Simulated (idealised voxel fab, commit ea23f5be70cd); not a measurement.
A process module follows: voxel ribs on slabs.
Displayed cross-section: cut, width of 165 nm, square cells sized 5 nm.
Think of the cross-section as a grid of square cells. We describe it in bands, top to bottom, and each band covers one or more rows of those cells.
This entry defines a band. It first specifies the height of the band's top and the height of its bottom in nm, and then specifies the band's materials from left to right, stating each material with its width in nm. The word "edge to edge" identifies a single material that fills the band from edge to edge, while the word "air" identifies empty space.
It should be noted that heights are counted from 0, beneath which the wafer as supplied is of one material throughout, and that the lowest band possesses no lower boundary but continues downward, as written in "0 down".
Width: "30..40" (first number = top row, second number = bottom row, same change from row to row of cells).
You'll sometimes find "everything unchanged" written for a step, and that's the way of saying that nowhere in the cross-section did a cell change during that step.
Reported under the label "Closed void entries" are the empty spaces having no open way to the top and comprising 8 cells or more; the notation for each is width x height at distance, in which the distance is measured from the left edge and all three values are in nm.
after a step's settings: what the simulator itself notes on the step
"overlay nm" on a masked step: distance the mask lay right of its planned place, negative for left.
Process steps foreseen in the plan:
| 1 | RECEIVE | material Si |
| 2 | DIRECTIONAL_DEP | material SiO2 | thk nm 25 |
| 3 | DIRECTIONAL_DEP | material SiN | thk nm 15 |
| 4 | MASKED_ETCH | tone cover | mask id RIB | width nm 25 | etch materials SiN | depth nm 5 | overlay nm 0 |
| 5 | PATTERN | tone cover | mask id SLAB | material resist | width nm 55 | thk nm 20 | overlay nm 0 |
| 6 | DIRECTIONAL_ETCH | etch materials SiN | depth nm 10 |
| 7 | STRIP | etch materials resist |
| 8 | FILL_DEP | material SiO2 | thk nm 15 |
| 9 | CMP | height nm 50 |
| 10 | DIRECTIONAL_DEP | material TiN | thk nm 5 |
| 11 | PATTERN | tone cover | mask id HEATER | material resist | width nm 35 | thk nm 20 | overlay nm 0 |
| 12 | DIRECTIONAL_ETCH | etch materials TiN | depth nm 5 |
| 13 | STRIP | etch materials resist |
| 14 | CONFORMAL_DEP | material SiN | thk nm 10 |
First of two wafers: run as planned:
Cross-sectional view of the wafer in its as-received condition, corresponding to the state after step 1:
* 0 down | Si edge to edge
* Closed void entries: none
So this is the wafer cross-section right after step 2:
* 25 to 0 | SiO2 edge to edge
* Beneath the level 0, the cross-section is identical to its previous state.
So this is the wafer cross-section right after step 3:
* 40 to 25 | SiN edge to edge
* Beneath the level 25, the cross-section is identical to its previous state.
So this is the wafer cross-section right after step 4:
* 40 to 35 | air (70) | SiN (25) | air (70)
* Beneath the level 35, the cross-section is identical to its previous state.
So this is the wafer cross-section right after step 5:
* 60 to 40 | air (55) | resist (55) | air (55)
* 40 to 35 | air (55) | resist (15) | SiN (25) | resist (15) | air (55)
* Beneath the level 35, the cross-section is identical to its previous state.
So this is the wafer cross-section right after step 6:
* 60 to 40 | air (55) | resist (55) | air (55)
* 40 to 35 | air (55) | resist (15) | SiN (25) | resist (15) | air (55)
* 35 to 25 | air (55) | SiN (55) | air (55)
* Beneath the level 25, the cross-section is identical to its previous state.
So this is the wafer cross-section right after step 7:
* 40 to 35 | air (70) | SiN (25) | air (70)
* Beneath the level 35, the cross-section is identical to its previous state.
So this is the wafer cross-section right after step 8:
* 55 to 40 | SiO2 edge to edge
* 40 to 35 | SiO2 (70) | SiN (25) | SiO2 (70)
* 35 to 25 | SiO2 (55) | SiN (55) | SiO2 (55)
* Beneath the level 25, the cross-section is identical to its previous state.
So this is the wafer cross-section right after step 9:
* 50 to 40 | SiO2 edge to edge
* Beneath the level 40, the cross-section is identical to its previous state.
So this is the wafer cross-section right after step 10:
* 55 to 50 | TiN edge to edge
* Beneath the level 50, the cross-section is identical to its previous state.
So this is the wafer cross-section right after step 11:
* 75 to 55 | air (65) | resist (35) | air (65)
* Beneath the level 55, the cross-section is identical to its previous state.
So this is the wafer cross-section right after step 12:
* 75 to 55 | air (65) | resist (35) | air (65)
* 55 to 50 | air (65) | TiN (35) | air (65)
* Beneath the level 50, the cross-section is identical to its previous state.
So this is the wafer cross-section right after step 13:
* 55 to 50 | air (65) | TiN (35) | air (65)
* Beneath the level 50, the cross-section is identical to its previous state.
So this is the wafer cross-section right after step 14:
* 65 to 60 | air (55) | SiN (55) | air (55)
* 60 to 55 | SiN edge to edge
* 55 to 50 | SiN (65) | TiN (35) | SiN (65)
* Beneath the level 50, the cross-section is identical to its previous state.
The second wafer: identical to the first at the outset and in its planned sequence, differing only in that one mistake was made during processing; up to and including step 8, its path is the first wafer's path:
Look at the second wafer in cross-section at the time step 9 ought to have finished:
* 45 to 40 | SiO2 edge to edge
* Beneath the level 40, the cross-section is identical to its previous state.
Look at the second wafer in cross-section at the time step 10 ought to have finished:
* 50 to 45 | TiN edge to edge
* Beneath the level 45, the cross-section is identical to its previous state.
Look at the second wafer in cross-section at the time step 11 ought to have finished:
* 70 to 50 | air (65) | resist (35) | air (65)
* Beneath the level 50, the cross-section is identical to its previous state.
Look at the second wafer in cross-section at the time step 12 ought to have finished:
* 70 to 50 | air (65) | resist (35) | air (65)
* 50 to 45 | air (65) | TiN (35) | air (65)
* Beneath the level 45, the cross-section is identical to its previous state.
Look at the second wafer in cross-section at the time step 13 ought to have finished:
* 50 to 45 | air (65) | TiN (35) | air (65)
* Beneath the level 45, the cross-section is identical to its previous state.
Look at the second wafer in cross-section at the time step 14 ought to have finished:
* 60 to 55 | air (55) | SiN (55) | air (55)
* 55 to 50 | SiN edge to edge
* 50 to 45 | SiN (65) | TiN (35) | SiN (65)
* Beneath the level 45, the cross-section is identical to its previous state.
The mistake made against the process plan was this: step 9 ran differently from the plan; actual operation with settings: CMP | height nm 45
Final comparison by cell count, materials where the second wafer has more or fewer than the first: SiO2 -33
